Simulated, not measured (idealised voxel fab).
A process module follows: voxel released beams.
Section cut is 160 nm wide and gridded with 5 nm square cells.
If you're reading a cross-section in this doc, picture square cells in a grid; it comes to you as bands, top ones listed first down to the bottom, and a band can be one or more rows of cells.
Band entry format. Leading values: height of top, height of bottom, nm. Remainder: materials in left-to-right order, each with its width in nm. Special words: "edge to edge" on a single material, which then fills the band edge to edge; "air", empty space.
Beneath 0, the wafer as received is one material, and that level is where height counting begins. The lowest band goes on downward without a bottom; it is written like "0 nm and below".
Read "30 to 40" as a graded width: first number on top, second number at the bottom, same change between each pair of neighbouring rows.
Basically "no alterations made" means that step didn't change any cell in the cross-section.
Each empty space that has no open way to the top and spans at least 8 cells appears under "Sealed void inventory" as width x height at distance, the distance counted from the left edge, all in nm.
Note: text after step settings on the step line = simulator remark on that step.
overlay nm: mask right of planned place by this much (step with mask). Neg. = left.
## Set out below are the planned steps of the process
1: RECEIVE,material Si
2: CONFORMAL_DEP,material Al2O3,thk nm 10
3: DIRECTIONAL_DEP,material SiO2,thk nm 20
4: DIRECTIONAL_DEP,material aC,thk nm 15
5: PATTERN,tone open,mask id ANCHOR,material resist,width nm 25,thk nm 30,overlay nm 0
6: DIRECTIONAL_ETCH,etch materials aC,depth nm 15
7: STRIP,etch materials resist
8: DIRECTIONAL_ETCH,etch materials SiO2,depth nm 20
9: STRIP,etch materials aC
10: CONFORMAL_DEP,material W,thk nm 10
11: PATTERN,tone cover,mask id BEAM,material resist,width nm 80,thk nm 20,overlay nm 0
12: DIRECTIONAL_ETCH,etch materials W,depth nm 10
13: STRIP,etch materials resist
14: STRIP,etch materials SiO2
## First of two wafers - as planned
## Cross-section of the incoming wafer, state after step 1
- 0 nm and below | Si edge to edge
- Sealed void inventory: none
## After step 2, in cross-section
- 10 nm to 0 nm | Al2O3 edge to edge
- Nothing below the height 0 has changed.
## After step 3, in cross-section
- 30 nm to 10 nm | SiO2 edge to edge
- Nothing below the height 10 has changed.
## After step 4, in cross-section
- 45 nm to 30 nm | aC edge to edge
- Nothing below the height 30 has changed.
## After step 5, in cross-section
- 75 nm to 45 nm | resist (40), then air (25), then resist (95)
- Nothing below the height 45 has changed.
## After step 6, in cross-section
- 60 nm to 45 nm | resist (40), then air (25), then resist (95)
- 45 nm to 30 nm | aC (40), then air (25), then aC (95)
- Nothing below the height 30 has changed.
## After step 7, in cross-section
- 45 nm to 30 nm | aC (40), then air (25), then aC (95)
- Nothing below the height 30 has changed.
## After step 8, in cross-section
- 45 nm to 30 nm | aC (40), then air (25), then aC (95)
- 30 nm to 10 nm | SiO2 (40), then air (25), then SiO2 (95)
- Nothing below the height 10 has changed.
## After step 9, in cross-section
- 30 nm to 10 nm | SiO2 (40), then air (25), then SiO2 (95)
- Nothing below the height 10 has changed.
## After step 10, in cross-section
- 40 nm to 30 nm | W (50), then air (5), then W (105)
- 30 nm to 20 nm | SiO2 (40), then W (10), then air (5), then W (10), then SiO2 (95)
- 20 nm to 10 nm | SiO2 (40), then W (25), then SiO2 (95)
- Nothing below the height 10 has changed.
## After step 11, in cross-section
- 60 nm to 40 nm | air (35), then resist (80), then air (45)
- 40 nm to 30 nm | W (50), then resist (5), then W (105)
- 30 nm to 20 nm | SiO2 (40), then W (10), then resist (5), then W (10), then SiO2 (95)
- Nothing below the height 20 has changed.
## After step 12, in cross-section
- 60 nm to 40 nm | air (35), then resist (80), then air (45)
- 40 nm to 30 nm | air (35), then W (15), then resist (5), then W (60), then air (45)
- Nothing below the height 30 has changed.
## After step 13, in cross-section
- 40 nm to 30 nm | air (35), then W (15), then air (5), then W (60), then air (45)
- 30 nm to 20 nm | SiO2 (40), then W (10), then air (5), then W (10), then SiO2 (95)
- Nothing below the height 20 has changed.
## After step 14, in cross-section
- 40 nm to 30 nm | air (35), then W (15), then air (5), then W (60), then air (45)
- 30 nm to 20 nm | air (40), then W (10), then air (5), then W (10), then air (95)
- 20 nm to 10 nm | air (40), then W (25), then air (95)
- Nothing below the height 10 has changed.
## Second wafer - shared start and plan with the first - one error in running - same as the first up to step 1 inclusive
## X-section, second wafer, when step 2 was due to finish
- 20 nm to 0 nm | SiO2 edge to edge
- Nothing below the height 0 has changed.
## X-section, second wafer, when step 3 was due to finish
- 30 nm to 20 nm | Al2O3 edge to edge
- Nothing below the height 20 has changed.
## X-section, second wafer, when step 4 was due to finish
- 45 nm to 30 nm | aC edge to edge
- Nothing below the height 30 has changed.
## X-section, second wafer, when step 5 was due to finish
- 75 nm to 45 nm | resist (40), then air (25), then resist (95)
- Nothing below the height 45 has changed.
## X-section, second wafer, when step 6 was due to finish
- 60 nm to 45 nm | resist (40), then air (25), then resist (95)
- 45 nm to 30 nm | aC (40), then air (25), then aC (95)
- Nothing below the height 30 has changed.
## X-section, second wafer, when step 7 was due to finish
- 45 nm to 30 nm | aC (40), then air (25), then aC (95)
- Nothing below the height 30 has changed.
X-section, second wafer, when step 8 was due to finish: no alterations made
## X-section, second wafer, when step 9 was due to finish
- 30 nm to 20 nm | Al2O3 edge to edge
- Nothing below the height 20 has changed.
## X-section, second wafer, when step 10 was due to finish
- 40 nm to 30 nm | W edge to edge
- Nothing below the height 30 has changed.
## X-section, second wafer, when step 11 was due to finish
- 60 nm to 40 nm | air (35), then resist (80), then air (45)
- Nothing below the height 40 has changed.
## X-section, second wafer, when step 12 was due to finish
- 60 nm to 40 nm | air (35), then resist (80), then air (45)
- 40 nm to 30 nm | air (35), then W (80), then air (45)
- Nothing below the height 30 has changed.
## X-section, second wafer, when step 13 was due to finish
- 40 nm to 30 nm | air (35), then W (80), then air (45)
- Nothing below the height 30 has changed.
X-section, second wafer, when step 14 was due to finish: no alterations made
What was done differently from what was planned? the processing plan was not followed for steps 2 and 3, which were run with their positions exchanged
In the final state, the cell counts of the second wafer exceed or fall short of those of the first for the following materials: SiO2 +128, W -16
